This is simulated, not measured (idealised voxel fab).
Proc. module: voxel self aligned contacts
Xsec cut, 285 nm wide, square cell size 5 nm.
Each cross-section below is a grid of square cells, stated as bands in top-down order, with one or more rows of cells making up each band. Quick guide to a band line: top height, bottom height (nm) up front; then every material left to right with its width in nm. Only one material and it's marked "everywhere"? Then it fills the band edge to edge. And "empty" just means empty space. All heights in this document are referenced to 0, defined as the level beneath which the wafer, as received, consists entirely of one material. The lowest band is not bounded below; it extends indefinitely downward and is written in the form "from 0 down". Note: "30 to 40" means the width goes from the first number (top row of the band) to the second number (bottom row) in equal steps per row of cells. No cell of the cross-section changed in a step that is given as "no modification". The list in "Enclosed internal voids" covers empty spaces of 8 cells or more that cannot reach the top through any open way, and it gives each as width x height at distance; the distance is from the left edge, and width, height and distance are in nm. If you see something after the settings on a step's line, that's the simulator's own remark about that step. overlay nm: mask right of planned place by this much (step with mask). Neg. = left.
### Process steps - plan
1) RECEIVE, material Si
2) OXIDIZE, depth nm 5
3) DIRECTIONAL_DEP, material polySi, thk nm 20
4) DIRECTIONAL_DEP, material SiN, thk nm 20
5) MASKED_ETCH, tone cover, mask id GATE, width nm 35, pitch nm 80, etch materials SiN, depth nm 20, overlay nm 0
6) MASKED_ETCH, tone cover, mask id GATE, width nm 35, pitch nm 80, etch materials polySi, depth nm 20, overlay nm 0
7) CONFORMAL_DEP, material SiN, thk nm 10
8) DIRECTIONAL_ETCH, etch materials SiN, depth nm 10
9) FILL_DEP, material SiO2, thk nm 15
10) CMP, height nm 45
11) PATTERN, tone open, mask id CONTACT, material resist, width nm 65, thk nm 20, overlay nm 0
12) DIRECTIONAL_ETCH, etch materials SiO2, depth nm 50
13) STRIP, etch materials resist
14) CONFORMAL_DEP, material TiN, thk nm 5
15) FILL_DEP, material Ru, thk nm 10
16) CMP, height nm 45
17) CONFORMAL_DEP, material SiCN, thk nm 5
### First wafer, two in total, run as planned
### Wafer cross-section on receipt, i.e. after step 1
* from 0 down  Si everywhere
* Enclosed internal voids: none
### How the wafer stands in section after step 2
* from 0 to -5  SiO2 everywhere
* Under -5: no change, same as before.
### How the wafer stands in section after step 3
* from 20 to 0  polySi everywhere
* Under 0: no change, same as before.
### How the wafer stands in section after step 4
* from 40 to 20  SiN everywhere
* Under 20: no change, same as before.
### How the wafer stands in section after step 5
* from 40 to 20  empty (85)  SiN (35)  empty (45)  SiN (35)  empty (85)
* Under 20: no change, same as before.
### How the wafer stands in section after step 6
* from 40 to 20  empty (85)  SiN (35)  empty (45)  SiN (35)  empty (85)
* from 20 to 0  empty (85)  polySi (35)  empty (45)  polySi (35)  empty (85)
* Under 0: no change, same as before.
### How the wafer stands in section after step 7
* from 50 to 20  empty (75)  SiN (55)  empty (25)  SiN (55)  empty (75)
* from 20 to 10  empty (75)  SiN (10)  polySi (35)  SiN (10)  empty (25)  SiN (10)  polySi (35)  SiN (10)  empty (75)
* from 10 to 0  SiN (85)  polySi (35)  SiN (45)  polySi (35)  SiN (85)
* Under 0: no change, same as before.
### How the wafer stands in section after step 8
* from 40 to 20  empty (75)  SiN (55)  empty (25)  SiN (55)  empty (75)
* from 20 to 0  empty (75)  SiN (10)  polySi (35)  SiN (10)  empty (25)  SiN (10)  polySi (35)  SiN (10)  empty (75)
* Under 0: no change, same as before.
### How the wafer stands in section after step 9
* from 55 to 40  SiO2 everywhere
* from 40 to 20  SiO2 (75)  SiN (55)  SiO2 (25)  SiN (55)  SiO2 (75)
* from 20 to 0  SiO2 (75)  SiN (10)  polySi (35)  SiN (10)  SiO2 (25)  SiN (10)  polySi (35)  SiN (10)  SiO2 (75)
* Under 0: no change, same as before.
### How the wafer stands in section after step 10
* from 45 to 40  SiO2 everywhere
* Under 40: no change, same as before.
### How the wafer stands in section after step 11
* from 65 to 45  resist (110)  empty (65)  resist (110)
* Under 45: no change, same as before.
### How the wafer stands in section after step 12
* from 65 to 45  resist (110)  empty (65)  resist (110)
* from 45 to 40  SiO2 (110)  empty (65)  SiO2 (110)
* from 40 to 20  SiO2 (75)  SiN (55)  empty (25)  SiN (55)  SiO2 (75)
* from 20 to 0  SiO2 (75)  SiN (10)  polySi (35)  SiN (10)  empty (25)  SiN (10)  polySi (35)  SiN (10)  SiO2 (75)
* from 0 to -5  SiO2 (130)  empty (25)  SiO2 (130)
* Under -5: no change, same as before.
### How the wafer stands in section after step 13
* from 45 to 40  SiO2 (110)  empty (65)  SiO2 (110)
* Under 40: no change, same as before.
### How the wafer stands in section after step 14
* from 50 to 45  TiN (115)  empty (55)  TiN (115)
* from 45 to 40  SiO2 (110)  TiN (25)  empty (15)  TiN (25)  SiO2 (110)
* from 40 to 20  SiO2 (75)  SiN (55)  TiN (5)  empty (15)  TiN (5)  SiN (55)  SiO2 (75)
* from 20 to 0  SiO2 (75)  SiN (10)  polySi (35)  SiN (10)  TiN (5)  empty (15)  TiN (5)  SiN (10)  polySi (35)  SiN (10)  SiO2 (75)
* from 0 to -5  SiO2 (130)  TiN (25)  SiO2 (130)
* Under -5: no change, same as before.
### How the wafer stands in section after step 15
* from 60 to 50  Ru everywhere
* from 50 to 45  TiN (115)  Ru (55)  TiN (115)
* from 45 to 40  SiO2 (110)  TiN (25)  Ru (15)  TiN (25)  SiO2 (110)
* from 40 to 20  SiO2 (75)  SiN (55)  TiN (5)  Ru (15)  TiN (5)  SiN (55)  SiO2 (75)
* from 20 to 0  SiO2 (75)  SiN (10)  polySi (35)  SiN (10)  TiN (5)  Ru (15)  TiN (5)  SiN (10)  polySi (35)  SiN (10)  SiO2 (75)
* Under 0: no change, same as before.
### How the wafer stands in section after step 16
* from 45 to 40  SiO2 (110)  TiN (25)  Ru (15)  TiN (25)  SiO2 (110)
* Under 40: no change, same as before.
### How the wafer stands in section after step 17
* from 50 to 45  SiCN everywhere
* Under 45: no change, same as before.
### Wafer two of two - same starting point, same process plan, one mistake in execution; matches wafer one up to and including step 10
### The second wafer cut through, at the time step 11 was supposed to be finished
* from 65 to 45  resist (105)  empty (65)  resist (115)
* Under 45: no change, same as before.
### The second wafer cut through, at the time step 12 was supposed to be finished
* from 65 to 45  resist (105)  empty (65)  resist (115)
* from 45 to 40  SiO2 (105)  empty (65)  SiO2 (115)
* from 40 to 20  SiO2 (75)  SiN (55)  empty (25)  SiN (55)  SiO2 (75)
* from 20 to 0  SiO2 (75)  SiN (10)  polySi (35)  SiN (10)  empty (25)  SiN (10)  polySi (35)  SiN (10)  SiO2 (75)
* from 0 to -5  SiO2 (130)  empty (25)  SiO2 (130)
* Under -5: no change, same as before.
### The second wafer cut through, at the time step 13 was supposed to be finished
* from 45 to 40  SiO2 (105)  empty (65)  SiO2 (115)
* Under 40: no change, same as before.
### The second wafer cut through, at the time step 14 was supposed to be finished
* from 50 to 45  TiN (110)  empty (55)  TiN (120)
* from 45 to 40  SiO2 (105)  TiN (30)  empty (15)  TiN (20)  SiO2 (115)
* from 40 to 20  SiO2 (75)  SiN (55)  TiN (5)  empty (15)  TiN (5)  SiN (55)  SiO2 (75)
* from 20 to 0  SiO2 (75)  SiN (10)  polySi (35)  SiN (10)  TiN (5)  empty (15)  TiN (5)  SiN (10)  polySi (35)  SiN (10)  SiO2 (75)
* from 0 to -5  SiO2 (130)  TiN (25)  SiO2 (130)
* Under -5: no change, same as before.
### The second wafer cut through, at the time step 15 was supposed to be finished
* from 60 to 50  Ru everywhere
* from 50 to 45  TiN (110)  Ru (55)  TiN (120)
* from 45 to 40  SiO2 (105)  TiN (30)  Ru (15)  TiN (20)  SiO2 (115)
* from 40 to 20  SiO2 (75)  SiN (55)  TiN (5)  Ru (15)  TiN (5)  SiN (55)  SiO2 (75)
* from 20 to 0  SiO2 (75)  SiN (10)  polySi (35)  SiN (10)  TiN (5)  Ru (15)  TiN (5)  SiN (10)  polySi (35)  SiN (10)  SiO2 (75)
* Under 0: no change, same as before.
### The second wafer cut through, at the time step 16 was supposed to be finished
* from 45 to 40  SiO2 (105)  TiN (30)  Ru (15)  TiN (20)  SiO2 (115)
* Under 40: no change, same as before.
### The second wafer cut through, at the time step 17 was supposed to be finished
* from 50 to 45  SiCN everywhere
* Under 45: no change, same as before.
Want to know what went wrong? for step 11, the planned setting was not used; the step was instead run as PATTERN, tone open, mask id CONTACT, material resist, width nm 65, thk nm 20, overlay nm -5
The concluding comparison shows that, measured in cells, each material is equally abundant on both wafers, albeit at different positions.
